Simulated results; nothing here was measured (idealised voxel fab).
The process module that follows is named voxel wiring stack.
Cross-sectional view cut (width: 250 nm; square cell size: 5 nm).
We lay out every cross-section as a grid of square cells and spell it out in bands from the top down, where one band means one or more rows of cells. The entry gives the band's vertical extent as a top height and a bottom height in nm, then its horizontal make-up as materials from left to right, each with a width in nm. "empty" stands for empty space; a single material marked "edge to edge" fills the band edge to edge. Note: height 0 marks the level under which the wafer is uniformly one material as received. Lowest band unbounded below, written "0 nm and below". It should be noted that a width expressed as "30->40" varies in equal increments from row to row of cells within the band, taking the value of the first number at the top row and that of the second number at the bottom row. No cell of the cross-section changed in a step that is given as "stayed the same". Empty spaces without an open route to the top, at least 8 cells in extent, make up the entry "Closed void catalog"; each is given as width x height at distance, where the distance is measured from the left edge, and all are in nm. Heads up: the bit after the settings on a step's line is the simulator's remark on that step. A step's line can hold "overlay nm"; with a mask on that step, the setting says how far right of the planned place the mask lay, while a negative setting says it lay to the left.
Below is the list of planned process steps
step 1: RECEIVE with material Si
step 2: CONFORMAL_DEP with material SiO2, thk nm 15
step 3: CONFORMAL_DEP with material SiN, thk nm 5
step 4: DIRECTIONAL_DEP with material lowk, thk nm 25
step 5: DIRECTIONAL_DEP with material aC, thk nm 10
step 6: PATTERN with tone open, mask id METAL_1, material resist, width nm 25, pitch nm 45, thk nm 25, overlay nm 0
step 7: DIRECTIONAL_ETCH with etch materials aC, depth nm 10
step 8: STRIP with etch materials resist
step 9: DIRECTIONAL_ETCH with etch materials lowk, depth nm 25
step 10: DIRECTIONAL_ETCH with etch materials SiN, depth nm 5
step 11: STRIP with etch materials aC
step 12: CONFORMAL_DEP with material TiN, thk nm 5
step 13: FILL_DEP with material W, thk nm 10
step 14: CMP with height nm 45
step 15: CONFORMAL_DEP with material SiCN, thk nm 5
step 16: DIRECTIONAL_DEP with material lowk, thk nm 20
step 17: MASKED_ETCH with tone open, mask id PLUG_1, width nm 15, pitch nm 90, etch materials lowk, depth nm 20, overlay nm 0
step 18: MASKED_ETCH with tone open, mask id PLUG_1, width nm 15, pitch nm 90, etch materials SiCN, depth nm 5, overlay nm 0
step 19: EPI with material Ru, thk nm 10
step 20: EPI with material Ru, thk nm 10
step 21: EPI with material Ru, thk nm 5
step 22: CONFORMAL_DEP with material SiN, thk nm 5
step 23: DIRECTIONAL_DEP with material lowk, thk nm 25
step 24: MASKED_ETCH with tone open, mask id METAL_2, width nm 25, pitch nm 45, etch materials lowk, depth nm 25, overlay nm 0
step 25: MASKED_ETCH with tone open, mask id METAL_2, width nm 25, pitch nm 45, etch materials SiN, depth nm 5, overlay nm 0
step 26: CONFORMAL_DEP with material TiN, thk nm 5
step 27: FILL_DEP with material Ru, thk nm 10
step 28: CMP with height nm 100
step 29: CONFORMAL_DEP with material SiCN, thk nm 5
step 30: DIRECTIONAL_DEP with material lowk, thk nm 10
step 31: PATTERN with tone open, mask id PLUG_2, material resist, width nm 15, pitch nm 45, thk nm 20, overlay nm 0
step 32: DIRECTIONAL_ETCH with etch materials lowk, depth nm 10
step 33: DIRECTIONAL_ETCH with etch materials SiCN, depth nm 5
step 34: STRIP with etch materials resist
step 35: CONFORMAL_DEP with material TiN, thk nm 5
step 36: FILL_DEP with material W, thk nm 10
step 37: CMP with height nm 115
step 38: DIRECTIONAL_DEP with material TiN, thk nm 5
step 39: DIRECTIONAL_DEP with material W, thk nm 15
step 40: DIRECTIONAL_DEP with material aC, thk nm 10
step 41: PATTERN with tone cover, mask id METAL_3, material resist, width nm 25, pitch nm 45, thk nm 30, overlay nm 0
step 42: DIRECTIONAL_ETCH with etch materials aC, depth nm 10
step 43: STRIP with etch materials resist
step 44: DIRECTIONAL_ETCH with etch materials W, depth nm 15
step 45: DIRECTIONAL_ETCH with etch materials TiN, depth nm 5
step 46: STRIP with etch materials aC
step 47: FILL_DEP with material lowk, thk nm 10
step 48: CMP with height nm 135
step 49: CONFORMAL_DEP with material SiN, thk nm 5
First of two wafers, with the run carried out as planned
Shown in cross-section is the wafer as received, that is, as it stands after step 1
- 0 nm and below: Si edge to edge
- Closed void catalog: none
State of the wafer after step 2, shown in cross-section
- 15 nm to 0 nm: SiO2 edge to edge
- Under the height 0 nothing was changed.
State of the wafer after step 3, shown in cross-section
- 20 nm to 15 nm: SiN edge to edge
- Under the height 15 nothing was changed.
State of the wafer after step 4, shown in cross-section
- 45 nm to 20 nm: lowk edge to edge
- Under the height 20 nothing was changed.
State of the wafer after step 5, shown in cross-section
- 55 nm to 45 nm: aC edge to edge
- Under the height 45 nothing was changed.
State of the wafer after step 6, shown in cross-section
- 80 nm to 55 nm: 45 resist  25 empty  20 resist  25 empty  20 resist  25 empty  20 resist  25 empty  45 resist
- Under the height 55 nothing was changed.
State of the wafer after step 7, shown in cross-section
- 70 nm to 55 nm: 45 resist  25 empty  20 resist  25 empty  20 resist  25 empty  20 resist  25 empty  45 resist
- 55 nm to 45 nm: 45 aC  25 empty  20 aC  25 empty  20 aC  25 empty  20 aC  25 empty  45 aC
- Under the height 45 nothing was changed.
State of the wafer after step 8, shown in cross-section
- 55 nm to 45 nm: 45 aC  25 empty  20 aC  25 empty  20 aC  25 empty  20 aC  25 empty  45 aC
- Under the height 45 nothing was changed.
State of the wafer after step 9, shown in cross-section
- 55 nm to 45 nm: 45 aC  25 empty  20 aC  25 empty  20 aC  25 empty  20 aC  25 empty  45 aC
- 45 nm to 20 nm: 45 lowk  25 empty  20 lowk  25 empty  20 lowk  25 empty  20 lowk  25 empty  45 lowk
- Under the height 20 nothing was changed.
State of the wafer after step 10, shown in cross-section
- 55 nm to 45 nm: 45 aC  25 empty  20 aC  25 empty  20 aC  25 empty  20 aC  25 empty  45 aC
- 45 nm to 20 nm: 45 lowk  25 empty  20 lowk  25 empty  20 lowk  25 empty  20 lowk  25 empty  45 lowk
- 20 nm to 15 nm: 45 SiN  25 empty  20 SiN  25 empty  20 SiN  25 empty  20 SiN  25 empty  45 SiN
- Under the height 15 nothing was changed.
State of the wafer after step 11, shown in cross-section
- 45 nm to 20 nm: 45 lowk  25 empty  20 lowk  25 empty  20 lowk  25 empty  20 lowk  25 empty  45 lowk
- Under the height 20 nothing was changed.
State of the wafer after step 12, shown in cross-section
- 50 nm to 45 nm: 50 TiN  15 empty  30 TiN  15 empty  30 TiN  15 empty  30 TiN  15 empty  50 TiN
- 45 nm to 20 nm: 45 lowk  5 TiN  15 empty  5 TiN  20 lowk  5 TiN  15 empty  5 TiN  20 lowk  5 TiN  15 empty  5 TiN  20 lowk  5 TiN  15 empty  5 TiN  45 lowk
- 20 nm to 15 nm: 45 SiN  25 TiN  20 SiN  25 TiN  20 SiN  25 TiN  20 SiN  25 TiN  45 SiN
- Under the height 15 nothing was changed.
State of the wafer after step 13, shown in cross-section
- 60 nm to 50 nm: W edge to edge
- 50 nm to 45 nm: 50 TiN  15 W  30 TiN  15 W  30 TiN  15 W  30 TiN  15 W  50 TiN
- 45 nm to 20 nm: 45 lowk  5 TiN  15 W  5 TiN  20 lowk  5 TiN  15 W  5 TiN  20 lowk  5 TiN  15 W  5 TiN  20 lowk  5 TiN  15 W  5 TiN  45 lowk
- Under the height 20 nothing was changed.
State of the wafer after step 14, shown in cross-section
- 45 nm to 20 nm: 45 lowk  5 TiN  15 W  5 TiN  20 lowk  5 TiN  15 W  5 TiN  20 lowk  5 TiN  15 W  5 TiN  20 lowk  5 TiN  15 W  5 TiN  45 lowk
- Under the height 20 nothing was changed.
State of the wafer after step 15, shown in cross-section
- 50 nm to 45 nm: SiCN edge to edge
- Under the height 45 nothing was changed.
State of the wafer after step 16, shown in cross-section
- 70 nm to 50 nm: lowk edge to edge
- Under the height 50 nothing was changed.
State of the wafer after step 17, shown in cross-section
- 70 nm to 50 nm: 45 lowk  15 empty  75 lowk  15 empty  100 lowk
- Under the height 50 nothing was changed.
State of the wafer after step 18, shown in cross-section
- 70 nm to 50 nm: 45 lowk  15 empty  75 lowk  15 empty  100 lowk
- 50 nm to 45 nm: 45 SiCN  15 empty  75 SiCN  15 empty  100 SiCN
- Under the height 45 nothing was changed.
State of the wafer after step 19, shown in cross-section
- 70 nm to 55 nm: 45 lowk  15 empty  75 lowk  15 empty  100 lowk
- 55 nm to 50 nm: 45 lowk  15 Ru  75 lowk  15 Ru  100 lowk
- 50 nm to 45 nm: 45 SiCN  15 Ru  75 SiCN  15 Ru  100 SiCN
- Under the height 45 nothing was changed.
State of the wafer after step 20, shown in cross-section
- 70 nm to 65 nm: 45 lowk  15 empty  75 lowk  15 empty  100 lowk
- 65 nm to 50 nm: 45 lowk  15 Ru  75 lowk  15 Ru  100 lowk
- Under the height 50 nothing was changed.
State of the wafer after step 21, shown in cross-section
- 70 nm to 50 nm: 45 lowk  15 Ru  75 lowk  15 Ru  100 lowk
- Under the height 50 nothing was changed.
State of the wafer after step 22, shown in cross-section
- 75 nm to 70 nm: SiN edge to edge
- Under the height 70 nothing was changed.
State of the wafer after step 23, shown in cross-section
- 100 nm to 75 nm: lowk edge to edge
- Under the height 75 nothing was changed.
State of the wafer after step 24, shown in cross-section
- 100 nm to 75 nm: 45 lowk  25 empty  20 lowk  25 empty  20 lowk  25 empty  20 lowk  25 empty  45 lowk
- Under the height 75 nothing was changed.
State of the wafer after step 25, shown in cross-section
- 100 nm to 75 nm: 45 lowk  25 empty  20 lowk  25 empty  20 lowk  25 empty  20 lowk  25 empty  45 lowk
- 75 nm to 70 nm: 45 SiN  25 empty  20 SiN  25 empty  20 SiN  25 empty  20 SiN  25 empty  45 SiN
- Under the height 70 nothing was changed.
State of the wafer after step 26, shown in cross-section
- 105 nm to 100 nm: 50 TiN  15 empty  30 TiN  15 empty  30 TiN  15 empty  30 TiN  15 empty  50 TiN
- 100 nm to 75 nm: 45 lowk  5 TiN  15 empty  5 TiN  20 lowk  5 TiN  15 empty  5 TiN  20 lowk  5 TiN  15 empty  5 TiN  20 lowk  5 TiN  15 empty  5 TiN  45 lowk
- 75 nm to 70 nm: 45 SiN  25 TiN  20 SiN  25 TiN  20 SiN  25 TiN  20 SiN  25 TiN  45 SiN
- Under the height 70 nothing was changed.
State of the wafer after step 27, shown in cross-section
- 115 nm to 105 nm: Ru edge to edge
- 105 nm to 100 nm: 50 TiN  15 Ru  30 TiN  15 Ru  30 TiN  15 Ru  30 TiN  15 Ru  50 TiN
- 100 nm to 75 nm: 45 lowk  5 TiN  15 Ru  5 TiN  20 lowk  5 TiN  15 Ru  5 TiN  20 lowk  5 TiN  15 Ru  5 TiN  20 lowk  5 TiN  15 Ru  5 TiN  45 lowk
- Under the height 75 nothing was changed.
State of the wafer after step 28, shown in cross-section
- 100 nm to 75 nm: 45 lowk  5 TiN  15 Ru  5 TiN  20 lowk  5 TiN  15 Ru  5 TiN  20 lowk  5 TiN  15 Ru  5 TiN  20 lowk  5 TiN  15 Ru  5 TiN  45 lowk
- Under the height 75 nothing was changed.
State of the wafer after step 29, shown in cross-section
- 105 nm to 100 nm: SiCN edge to edge
- Under the height 100 nothing was changed.
State of the wafer after step 30, shown in cross-section
- 115 nm to 105 nm: lowk edge to edge
- Under the height 105 nothing was changed.
State of the wafer after step 31, shown in cross-section
- 135 nm to 115 nm: 45 resist  15 empty  30 resist  15 empty  30 resist  15 empty  30 resist  15 empty  55 resist
- Under the height 115 nothing was changed.
State of the wafer after step 32, shown in cross-section
- 135 nm to 115 nm: 45 resist  15 empty  30 resist  15 empty  30 resist  15 empty  30 resist  15 empty  55 resist
- 115 nm to 105 nm: 45 lowk  15 empty  30 lowk  15 empty  30 lowk  15 empty  30 lowk  15 empty  55 lowk
- Under the height 105 nothing was changed.
State of the wafer after step 33, shown in cross-section
- 135 nm to 115 nm: 45 resist  15 empty  30 resist  15 empty  30 resist  15 empty  30 resist  15 empty  55 resist
- 115 nm to 105 nm: 45 lowk  15 empty  30 lowk  15 empty  30 lowk  15 empty  30 lowk  15 empty  55 lowk
- 105 nm to 100 nm: 45 SiCN  15 empty  30 SiCN  15 empty  30 SiCN  15 empty  30 SiCN  15 empty  55 SiCN
- Under the height 100 nothing was changed.
State of the wafer after step 34, shown in cross-section
- 115 nm to 105 nm: 45 lowk  15 empty  30 lowk  15 empty  30 lowk  15 empty  30 lowk  15 empty  55 lowk
- Under the height 105 nothing was changed.
State of the wafer after step 35, shown in cross-section
- 120 nm to 115 nm: 50 TiN  5 empty  40 TiN  5 empty  40 TiN  5 empty  40 TiN  5 empty  60 TiN
- 115 nm to 105 nm: 45 lowk  5 TiN  5 empty  5 TiN  30 lowk  5 TiN  5 empty  5 TiN  30 lowk  5 TiN  5 empty  5 TiN  30 lowk  5 TiN  5 empty  5 TiN  55 lowk
- 105 nm to 100 nm: 45 SiCN  15 TiN  30 SiCN  15 TiN  30 SiCN  15 TiN  30 SiCN  15 TiN  55 SiCN
- Under the height 100 nothing was changed.
State of the wafer after step 36, shown in cross-section
- 130 nm to 120 nm: W edge to edge
- 120 nm to 115 nm: 50 TiN  5 W  40 TiN  5 W  40 TiN  5 W  40 TiN  5 W  60 TiN
- 115 nm to 105 nm: 45 lowk  5 TiN  5 W  5 TiN  30 lowk  5 TiN  5 W  5 TiN  30 lowk  5 TiN  5 W  5 TiN  30 lowk  5 TiN  5 W  5 TiN  55 lowk
- Under the height 105 nothing was changed.
State of the wafer after step 37, shown in cross-section
- 115 nm to 105 nm: 45 lowk  5 TiN  5 W  5 TiN  30 lowk  5 TiN  5 W  5 TiN  30 lowk  5 TiN  5 W  5 TiN  30 lowk  5 TiN  5 W  5 TiN  55 lowk
- Under the height 105 nothing was changed.
State of the wafer after step 38, shown in cross-section
- 120 nm to 115 nm: TiN edge to edge
- Under the height 115 nothing was changed.
State of the wafer after step 39, shown in cross-section
- 135 nm to 120 nm: W edge to edge
- Under the height 120 nothing was changed.
State of the wafer after step 40, shown in cross-section
- 145 nm to 135 nm: aC edge to edge
- Under the height 135 nothing was changed.
State of the wafer after step 41, shown in cross-section
- 175 nm to 145 nm: 45 empty  25 resist  20 empty  25 resist  20 empty  25 resist  20 empty  25 resist  45 empty
- Under the height 145 nothing was changed.
State of the wafer after step 42, shown in cross-section
- 165 nm to 145 nm: 45 empty  25 resist  20 empty  25 resist  20 empty  25 resist  20 empty  25 resist  45 empty
- 145 nm to 135 nm: 45 empty  25 aC  20 empty  25 aC  20 empty  25 aC  20 empty  25 aC  45 empty
- Under the height 135 nothing was changed.
State of the wafer after step 43, shown in cross-section
- 145 nm to 135 nm: 45 empty  25 aC  20 empty  25 aC  20 empty  25 aC  20 empty  25 aC  45 empty
- Under the height 135 nothing was changed.
State of the wafer after step 44, shown in cross-section
- 145 nm to 135 nm: 45 empty  25 aC  20 empty  25 aC  20 empty  25 aC  20 empty  25 aC  45 empty
- 135 nm to 120 nm: 45 empty  25 W  20 empty  25 W  20 empty  25 W  20 empty  25 W  45 empty
- Under the height 120 nothing was changed.
State of the wafer after step 45, shown in cross-section
- 145 nm to 135 nm: 45 empty  25 aC  20 empty  25 aC  20 empty  25 aC  20 empty  25 aC  45 empty
- 135 nm to 120 nm: 45 empty  25 W  20 empty  25 W  20 empty  25 W  20 empty  25 W  45 empty
- 120 nm to 115 nm: 45 empty  25 TiN  20 empty  25 TiN  20 empty  25 TiN  20 empty  25 TiN  45 empty
- Under the height 115 nothing was changed.
State of the wafer after step 46, shown in cross-section
- 135 nm to 120 nm: 45 empty  25 W  20 empty  25 W  20 empty  25 W  20 empty  25 W  45 empty
- Under the height 120 nothing was changed.
State of the wafer after step 47, shown in cross-section
- 145 nm to 135 nm: lowk edge to edge
- 135 nm to 120 nm: 45 lowk  25 W  20 lowk  25 W  20 lowk  25 W  20 lowk  25 W  45 lowk
- 120 nm to 115 nm: 45 lowk  25 TiN  20 lowk  25 TiN  20 lowk  25 TiN  20 lowk  25 TiN  45 lowk
- Under the height 115 nothing was changed.
State of the wafer after step 48, shown in cross-section
- 135 nm to 120 nm: 45 lowk  25 W  20 lowk  25 W  20 lowk  25 W  20 lowk  25 W  45 lowk
- Under the height 120 nothing was changed.
State of the wafer after step 49, shown in cross-section
- 140 nm to 135 nm: SiN edge to edge
- Under the height 135 nothing was changed.
Now the other wafer: same start, same recipe, but we messed up one thing when running it. Up to and including step 36 it's the same as the first one
When step 37 should have ended
- 105 nm to 100 nm: 45 SiCN  15 TiN  30 SiCN  15 TiN  30 SiCN  15 TiN  30 SiCN  15 TiN  55 SiCN
- Under the height 100 nothing was changed.
When step 38 should have ended
- 110 nm to 105 nm: TiN edge to edge
- Under the height 105 nothing was changed.
When step 39 should have ended
- 125 nm to 110 nm: W edge to edge
- Under the height 110 nothing was changed.
When step 40 should have ended
- 135 nm to 125 nm: aC edge to edge
- Under the height 125 nothing was changed.
When step 41 should have ended
- 165 nm to 135 nm: 45 empty  25 resist  20 empty  25 resist  20 empty  25 resist  20 empty  25 resist  45 empty
- Under the height 135 nothing was changed.
When step 42 should have ended
- 155 nm to 135 nm: 45 empty  25 resist  20 empty  25 resist  20 empty  25 resist  20 empty  25 resist  45 empty
- 135 nm to 125 nm: 45 empty  25 aC  20 empty  25 aC  20 empty  25 aC  20 empty  25 aC  45 empty
- Under the height 125 nothing was changed.
When step 43 should have ended
- 135 nm to 125 nm: 45 empty  25 aC  20 empty  25 aC  20 empty  25 aC  20 empty  25 aC  45 empty
- Under the height 125 nothing was changed.
When step 44 should have ended
- 135 nm to 125 nm: 45 empty  25 aC  20 empty  25 aC  20 empty  25 aC  20 empty  25 aC  45 empty
- 125 nm to 110 nm: 45 empty  25 W  20 empty  25 W  20 empty  25 W  20 empty  25 W  45 empty
- Under the height 110 nothing was changed.
When step 45 should have ended
- 135 nm to 125 nm: 45 empty  25 aC  20 empty  25 aC  20 empty  25 aC  20 empty  25 aC  45 empty
- 125 nm to 110 nm: 45 empty  25 W  20 empty  25 W  20 empty  25 W  20 empty  25 W  45 empty
- 110 nm to 105 nm: 45 empty  25 TiN  20 empty  25 TiN  20 empty  25 TiN  20 empty  25 TiN  45 empty
- Under the height 105 nothing was changed.
When step 46 should have ended
- 125 nm to 110 nm: 45 empty  25 W  20 empty  25 W  20 empty  25 W  20 empty  25 W  45 empty
- Under the height 110 nothing was changed.
When step 47 should have ended
- 135 nm to 125 nm: lowk edge to edge
- 125 nm to 110 nm: 45 lowk  25 W  20 lowk  25 W  20 lowk  25 W  20 lowk  25 W  45 lowk
- 110 nm to 105 nm: 45 lowk  25 TiN  20 lowk  25 TiN  20 lowk  25 TiN  20 lowk  25 TiN  45 lowk
- Under the height 105 nothing was changed.
when step 48 should have ended: stayed the same
When step 49 should have ended
- 140 nm to 135 nm: SiN edge to edge
- Under the height 135 nothing was changed.
What broke from the plan during processing? step 37: run off-plan, actual operation and settings CMP with height nm 105
The closing comparison, in cells, has the second wafer with more or fewer of some materials than the first: TiN: 16 fewer | W: 8 fewer | lowk: 24 more
